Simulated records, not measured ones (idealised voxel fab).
A process module follows: voxel wiring stack.
Cross-section cut: width 255 nm, square cells of 5 nm.
For the purposes of this document, a cross-section shall be understood as a grid of square cells, specified as bands listed in top-to-bottom order, each band consisting of one or more rows of cells.
In this notation a band is specified by the heights of its top and bottom, in that order and in nm, after which its materials appear from left to right, each paired with its width in nm. The word "throughout" attached to a single material means that material fills the band from edge to edge; the word "empty" stands for empty space.
Height reference: 0 = level under which incoming wafer is all one material. Lowest band: no bottom, runs on downward, e.g. "0 nm and below".
You'd read "30 to 40" like this: the band's top row of cells is as wide as the first number, its bottom row is as wide as the second, and going down, every row changes width by the same amount as the row before did.
Any step labelled "no alteration" changed none of the cells in the cross-section.
The entry titled "Closed void entries" provides the empty spaces that have no open way to the top, restricted to those of 8 cells or more. Each is presented as width x height at distance, the distance being measured from the left edge, with all three in nm.
Heads up: the bit after the settings on a step's line is the simulator's remark on that step.
overlay nm: for a step with a mask, the amount by which the mask lay right of where it was planned; a negative amount means left of it.
The planned process steps are enumerated hereunder
| 1 | RECEIVE, material Si |
| 2 | CONFORMAL_DEP, material SiO2, thk nm 15 |
| 3 | DIRECTIONAL_DEP, material TiN, thk nm 5 |
| 4 | DIRECTIONAL_DEP, material Ru, thk nm 20 |
| 5 | MASKED_ETCH, tone cover, mask id METAL_1, width nm 30, pitch nm 60, etch materials Ru, depth nm 20, overlay nm 0 |
| 6 | MASKED_ETCH, tone cover, mask id METAL_1, width nm 30, pitch nm 60, etch materials TiN, depth nm 5, overlay nm 0 |
| 7 | CONFORMAL_DEP, material SiN, thk nm 5 |
| 8 | FILL_DEP, material SiO2, thk nm 10 |
| 9 | CMP, height nm 40 |
| 10 | CONFORMAL_DEP, material SiCN, thk nm 5 |
| 11 | DIRECTIONAL_DEP, material lowk, thk nm 30 |
| 12 | PATTERN, tone open, mask id METAL_2, material resist, width nm 30, pitch nm 60, thk nm 15, overlay nm 0 |
| 13 | DIRECTIONAL_ETCH, etch materials lowk, depth nm 20 |
| 14 | STRIP, etch materials resist |
| 15 | MASKED_ETCH, tone open, mask id METAL_2_HOLES, width nm 15, pitch nm 120, etch materials lowk, depth nm 10, overlay nm 0 |
| 16 | MASKED_ETCH, tone open, mask id METAL_2_HOLES, width nm 15, pitch nm 120, etch materials SiCN, depth nm 5, overlay nm 0 |
| 17 | CONFORMAL_DEP, material TiN, thk nm 5 |
| 18 | FILL_DEP, material Cu, thk nm 5 |
| 19 | CMP, height nm 75 |
| 20 | CONFORMAL_DEP, material SiCN, thk nm 5 |
| 21 | DIRECTIONAL_DEP, material SiO2, thk nm 30 |
| 22 | MASKED_ETCH, tone open, mask id METAL_3, width nm 30, pitch nm 60, etch materials SiO2, depth nm 15, overlay nm 0 |
| 23 | MASKED_ETCH, tone open, mask id METAL_3_HOLES, width nm 15, pitch nm 120, etch materials SiO2, depth nm 15, overlay nm 0 |
| 24 | MASKED_ETCH, tone open, mask id METAL_3_HOLES, width nm 15, pitch nm 120, etch materials SiCN, depth nm 5, overlay nm 0 |
| 25 | CONFORMAL_DEP, material TiN, thk nm 5 |
| 26 | FILL_DEP, material Cu, thk nm 10 |
| 27 | CMP, height nm 110 |
| 28 | CONFORMAL_DEP, material SiCN, thk nm 5 |
| 29 | DIRECTIONAL_DEP, material SiO2, thk nm 30 |
| 30 | PATTERN, tone open, mask id METAL_4, material resist, width nm 30, pitch nm 60, thk nm 15, overlay nm 0 |
| 31 | DIRECTIONAL_ETCH, etch materials SiO2, depth nm 15 |
| 32 | STRIP, etch materials resist |
| 33 | MASKED_ETCH, tone open, mask id METAL_4_HOLES, width nm 15, pitch nm 60, etch materials SiO2, depth nm 15, overlay nm 0 |
| 34 | MASKED_ETCH, tone open, mask id METAL_4_HOLES, width nm 15, pitch nm 60, etch materials SiCN, depth nm 5, overlay nm 0 |
| 35 | CONFORMAL_DEP, material TiN, thk nm 5 |
| 36 | FILL_DEP, material Cu, thk nm 10 |
| 37 | CMP, height nm 145 |
| 38 | CONFORMAL_DEP, material SiN, thk nm 5 |
As-received state of the wafer in cross-section, equivalent to post-step 1
0 nm and below: Si throughout
Closed void entries: none
The plan above was carried out on the starting structure above with one mistake, and this cross-section shows the wafer at the end of the module
150 nm to 145 nm: SiN throughout
145 nm to 135 nm: Cu throughout
135 nm to 130 nm: TiN 40; Cu 5; TiN 55; Cu 5; TiN 55; Cu 5; TiN 55; Cu 5; TiN 30
130 nm to 120 nm: SiO2 35; TiN 5; Cu 5; TiN 5; SiO2 45; TiN 5; Cu 5; TiN 5; SiO2 45; TiN 5; Cu 5; TiN 5; SiO2 45; TiN 5; Cu 5; TiN 5; SiO2 25
120 nm to 115 nm: SiO2 35; TiN 15; SiO2 45; TiN 15; SiO2 45; TiN 15; SiO2 45; TiN 15; SiO2 25
115 nm to 110 nm: SiCN throughout
110 nm to 100 nm: SiO2 20; TiN 5; Cu 20; TiN 5; SiO2 30; TiN 5; Cu 20; TiN 5; SiO2 30; TiN 5; Cu 20; TiN 5; SiO2 30; TiN 5; Cu 20; TiN 5; SiO2 25
100 nm to 95 nm: SiO2 20; TiN 5; Cu 5; TiN 20; SiO2 30; TiN 30; SiO2 30; TiN 5; Cu 5; TiN 20; SiO2 30; TiN 30; SiO2 25
95 nm to 80 nm: SiO2 20; TiN 5; Cu 5; TiN 5; SiO2 105; TiN 5; Cu 5; TiN 5; SiO2 100
80 nm to 75 nm: SiCN 20; TiN 15; SiCN 105; TiN 15; SiCN 100
75 nm to 60 nm: lowk 20; TiN 5; Cu 20; TiN 5; lowk 30; TiN 5; Cu 20; TiN 5; lowk 30; TiN 5; Cu 20; TiN 5; lowk 30; TiN 5; Cu 20; TiN 5; lowk 25
60 nm to 55 nm: lowk 20; TiN 5; Cu 5; TiN 20; lowk 30; TiN 30; lowk 30; TiN 5; Cu 5; TiN 20; lowk 30; TiN 30; lowk 25
55 nm to 45 nm: lowk 20; TiN 5; Cu 5; TiN 5; lowk 105; TiN 5; Cu 5; TiN 5; lowk 100
45 nm to 40 nm: SiCN 20; TiN 15; SiCN 105; TiN 15; SiCN 100
40 nm to 20 nm: SiO2 15; SiN 5; Ru 30; SiN 5; SiO2 20; SiN 5; Ru 30; SiN 5; SiO2 20; SiN 5; Ru 30; SiN 5; SiO2 20; SiN 5; Ru 30; SiN 5; SiO2 20
20 nm to 15 nm: SiN 20; TiN 30; SiN 30; TiN 30; SiN 30; TiN 30; SiN 30; TiN 30; SiN 25
15 nm to 0 nm: SiO2 throughout
0 nm and below: Si throughout
Closed void entries: none
Error vs. plan: step 33 ran as: MASKED_ETCH, tone cover, mask id METAL_4_HOLES, width nm 15, pitch nm 60, etch materials SiO2, depth nm 15, overlay nm 0
